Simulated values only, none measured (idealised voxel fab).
process module | voxel wiring stack
cross-section cut | 265 nm wide | cells 5 nm
A cross-section is a grid of square cells, given in bands from the top down. A band is one or more rows of cells.
Each band's line starts with the height of the band's top and of its bottom, in nm. Then come its materials from left to right, each with its width in nm. One material with "throughout" fills the band from edge to edge. "air" is empty space.
Height 0 is the level under which the wafer as received is all one material. The lowest band goes on downwards, as in "0 down".
A width such as "30 to 40" changes by the same amount from each row of cells to the next, from the band's top row to its bottom row.
"no change" after a step means that no cell of the cross-section changed.
closed voids: empty space of 8 cells or more with no open way to the top, each as width x height at its distance from the left edge, in nm
after a step's settings: what the simulator itself notes on the step
overlay nm, on a step with a mask: how far to the right of its planned place the mask lay; to the left if negative
plan
1 op RECEIVE | material Si
2 op CONFORMAL_DEP | material SiO2 | thk nm 15
3 op CONFORMAL_DEP | material SiN | thk nm 5
4 op DIRECTIONAL_DEP | material lowk | thk nm 15
5 op PATTERN | tone open | mask id METAL_1 | material resist | width nm 25 | pitch nm 45 | thk nm 15 | overlay nm 0
6 op DIRECTIONAL_ETCH | etch materials lowk | depth nm 15
7 op DIRECTIONAL_ETCH | etch materials SiN | depth nm 5
8 op STRIP | etch materials resist
9 op CONFORMAL_DEP | material TiN | thk nm 5
10 op FILL_DEP | material Cu | thk nm 5
11 op CMP | height nm 35
12 op EPI | material Ru | thk nm 5
13 op FILL_DEP | material SiCN | thk nm 5
14 op DIRECTIONAL_DEP | material SiO2 | thk nm 10
15 op MASKED_ETCH | tone open | mask id PLUG_1 | width nm 15 | pitch nm 90 | etch materials SiO2 | depth nm 10 | overlay nm 0
16 op MASKED_ETCH | tone open | mask id PLUG_1 | width nm 15 | pitch nm 90 | etch materials SiCN | depth nm 5 | overlay nm 0
17 op EPI | material Ru | thk nm 10
18 op EPI | material Ru | thk nm 5
19 op CONFORMAL_DEP | material SiN | thk nm 5
20 op DIRECTIONAL_DEP | material SiO2 | thk nm 20
21 op MASKED_ETCH | tone open | mask id METAL_2 | width nm 25 | pitch nm 45 | etch materials SiO2 | depth nm 20 | overlay nm 0
22 op MASKED_ETCH | tone open | mask id METAL_2 | width nm 25 | pitch nm 45 | etch materials SiN | depth nm 5 | overlay nm 0
23 op CONFORMAL_DEP | material TiN | thk nm 5
24 op FILL_DEP | material Cu | thk nm 10
25 op CMP | height nm 80
26 op CONFORMAL_DEP | material SiCN | thk nm 5
27 op DIRECTIONAL_DEP | material SiO2 | thk nm 25
28 op DIRECTIONAL_DEP | material aC | thk nm 10
29 op PATTERN | tone open | mask id METAL_3 | material resist | width nm 25 | pitch nm 45 | thk nm 30 | overlay nm 0
30 op DIRECTIONAL_ETCH | etch materials aC | depth nm 10
31 op STRIP | etch materials resist
32 op DIRECTIONAL_ETCH | etch materials SiO2 | depth nm 15
33 op STRIP | etch materials aC
34 op DIRECTIONAL_DEP | material aC | thk nm 10
35 op PATTERN | tone open | mask id METAL_3_HOLES | material resist | width nm 15 | pitch nm 45 | thk nm 30 | overlay nm 0
36 op DIRECTIONAL_ETCH | etch materials aC | depth nm 10
37 op STRIP | etch materials resist
38 op DIRECTIONAL_ETCH | etch materials SiO2 | depth nm 10
39 op DIRECTIONAL_ETCH | etch materials SiCN | depth nm 5
40 op STRIP | etch materials aC
41 op CONFORMAL_DEP | material TiN | thk nm 5
42 op FILL_DEP | material Cu | thk nm 10
43 op CMP | height nm 110
44 op CONFORMAL_DEP | material SiCN | thk nm 5
45 op DIRECTIONAL_DEP | material SiO2 | thk nm 30
46 op DIRECTIONAL_DEP | material aC | thk nm 10
47 op PATTERN | tone open | mask id METAL_4_HOLES | material resist | width nm 15 | pitch nm 90 | thk nm 25 | overlay nm 0
48 op DIRECTIONAL_ETCH | etch materials aC | depth nm 10
49 op STRIP | etch materials resist
50 op DIRECTIONAL_ETCH | etch materials SiO2 | depth nm 30
51 op STRIP | etch materials aC
52 op MASKED_ETCH | tone open | mask id METAL_4 | width nm 25 | pitch nm 45 | etch materials SiO2 | depth nm 20 | overlay nm 0
53 op MASKED_ETCH | tone open | mask id METAL_4 | width nm 25 | pitch nm 45 | etch materials SiCN | depth nm 5 | overlay nm 0
54 op CONFORMAL_DEP | material TiN | thk nm 5
55 op FILL_DEP | material Ru | thk nm 10
56 op CMP | height nm 145
57 op CONFORMAL_DEP | material SiCN | thk nm 5
as received, after step 1
  0 down: Si throughout
  closed voids: none
first wafer at the end, as planned
  150 to 145: SiCN throughout
  145 to 130: SiO2 50 | TiN 5 | Ru 15 | TiN 5 | SiO2 20 | TiN 5 | Ru 15 | TiN 5 | SiO2 20 | TiN 5 | Ru 15 | TiN 5 | SiO2 20 | TiN 5 | Ru 15 | TiN 5 | SiO2 55
  130 to 125: SiO2 50 | TiN 5 | Ru 5 | TiN 15 | SiO2 20 | TiN 25 | SiO2 20 | TiN 5 | Ru 5 | TiN 15 | SiO2 20 | TiN 25 | SiO2 55
  125 to 115: SiO2 50 | TiN 5 | Ru 5 | TiN 5 | SiO2 75 | TiN 5 | Ru 5 | TiN 5 | SiO2 110
  115 to 110: SiCN 50 | TiN 15 | SiCN 75 | TiN 15 | SiCN 110
  110 to 100: SiO2 50 | TiN 5 | Cu 15 | TiN 5 | SiO2 20 | TiN 5 | Cu 15 | TiN 5 | SiO2 20 | TiN 5 | Cu 15 | TiN 5 | SiO2 20 | TiN 5 | Cu 15 | TiN 5 | SiO2 55
  100 to 95: SiO2 50 | TiN 5 | Cu 5 | TiN 15 | SiO2 20 | TiN 5 | Cu 5 | TiN 15 | SiO2 20 | TiN 5 | Cu 5 | TiN 15 | SiO2 20 | TiN 5 | Cu 5 | TiN 15 | SiO2 55
  95 to 85: SiO2 50 | TiN 5 | Cu 5 | TiN 5 | SiO2 30 | TiN 5 | Cu 5 | TiN 5 | SiO2 30 | TiN 5 | Cu 5 | TiN 5 | SiO2 30 | TiN 5 | Cu 5 | TiN 5 | SiO2 65
  85 to 80: SiCN 50 | TiN 15 | SiCN 30 | TiN 15 | SiCN 30 | TiN 15 | SiCN 30 | TiN 15 | SiCN 65
  80 to 60: SiO2 50 | TiN 5 | Cu 15 | TiN 5 | SiO2 20 | TiN 5 | Cu 15 | TiN 5 | SiO2 20 | TiN 5 | Cu 15 | TiN 5 | SiO2 20 | TiN 5 | Cu 15 | TiN 5 | SiO2 55
  60 to 55: SiN 50 | TiN 25 | SiN 20 | TiN 25 | SiN 20 | TiN 25 | SiN 20 | TiN 25 | SiN 55
  55 to 45: SiO2 50 | Ru 15 | SiO2 75 | Ru 15 | SiO2 110
  45 to 40: SiCN 50 | Ru 15 | SiCN 75 | Ru 15 | SiCN 110
  40 to 35: SiCN 45 | Ru 35 | SiCN 10 | Ru 35 | SiCN 10 | Ru 35 | SiCN 10 | Ru 35 | SiCN 50
  35 to 20: lowk 50 | TiN 5 | Cu 15 | TiN 5 | lowk 20 | TiN 5 | Cu 15 | TiN 5 | lowk 20 | TiN 5 | Cu 15 | TiN 5 | lowk 20 | TiN 5 | Cu 15 | TiN 5 | lowk 55
  20 to 15: SiN 50 | TiN 25 | SiN 20 | TiN 25 | SiN 20 | TiN 25 | SiN 20 | TiN 25 | SiN 55
  15 to 0: SiO2 throughout
  0 down: Si throughout
  closed voids: none
second wafer at the end: like start, like plan, one mistake
  150 to 145: SiCN throughout
  145 to 130: SiO2 50 | TiN 5 | Ru 15 | TiN 5 | SiO2 20 | TiN 5 | Ru 15 | TiN 5 | SiO2 20 | TiN 5 | Ru 15 | TiN 5 | SiO2 20 | TiN 5 | Ru 15 | TiN 5 | SiO2 55
  130 to 125: SiO2 50 | TiN 5 | Ru 5 | TiN 15 | SiO2 20 | TiN 25 | SiO2 20 | TiN 5 | Ru 5 | TiN 15 | SiO2 20 | TiN 25 | SiO2 55
  125 to 115: SiO2 50 | TiN 5 | Ru 5 | TiN 5 | SiO2 75 | TiN 5 | Ru 5 | TiN 5 | SiO2 110
  115 to 110: SiCN 50 | TiN 15 | SiCN 75 | TiN 15 | SiCN 110
  110 to 100: SiO2 50 | TiN 5 to 10 | Cu 10 to 5 | TiN 5 | SiO2 25 | TiN 5 to 10 | Cu 10 to 5 | TiN 5 | SiO2 25 | TiN 5 to 10 | Cu 10 to 5 | TiN 5 | SiO2 25 | TiN 5 to 10 | Cu 10 to 5 | TiN 5 | SiO2 60
  100 to 95: SiO2 55 | TiN 15 | SiO2 30 | TiN 15 | SiO2 30 | TiN 15 | SiO2 30 | TiN 15 | SiO2 60
  95 to 85: SiO2 55 | TiN 10 | SiO2 35 | TiN 10 | SiO2 35 | TiN 10 | SiO2 35 | TiN 10 | SiO2 65
  85 to 80: SiCN 55 | TiN 10 | SiCN 35 | TiN 10 | SiCN 35 | TiN 10 | SiCN 35 | TiN 10 | SiCN 65
  80 to 60: SiO2 50 | TiN 5 | Cu 15 | TiN 5 | SiO2 20 | TiN 5 | Cu 15 | TiN 5 | SiO2 20 | TiN 5 | Cu 15 | TiN 5 | SiO2 20 | TiN 5 | Cu 15 | TiN 5 | SiO2 55
  60 to 55: SiN 50 | TiN 25 | SiN 20 | TiN 25 | SiN 20 | TiN 25 | SiN 20 | TiN 25 | SiN 55
  55 to 45: SiO2 50 | Ru 15 | SiO2 75 | Ru 15 | SiO2 110
  45 to 40: SiCN 50 | Ru 15 | SiCN 75 | Ru 15 | SiCN 110
  40 to 35: SiCN 45 | Ru 35 | SiCN 10 | Ru 35 | SiCN 10 | Ru 35 | SiCN 10 | Ru 35 | SiCN 50
  35 to 20: lowk 50 | TiN 5 | Cu 15 | TiN 5 | lowk 20 | TiN 5 | Cu 15 | TiN 5 | lowk 20 | TiN 5 | Cu 15 | TiN 5 | lowk 20 | TiN 5 | Cu 15 | TiN 5 | lowk 55
  20 to 15: SiN 50 | TiN 25 | SiN 20 | TiN 25 | SiN 20 | TiN 25 | SiN 20 | TiN 25 | SiN 55
  15 to 0: SiO2 throughout
  0 down: Si throughout
  closed voids: none
what went wrong: step 29 ran as: op PATTERN | tone open | mask id METAL_3 | material resist | width nm 15 | pitch nm 45 | thk nm 30 | overlay nm 0
at the end the second wafer has, in cells: 24 fewer of Cu | 4 more of SiCN | 24 more of SiO2 | 4 fewer of TiN
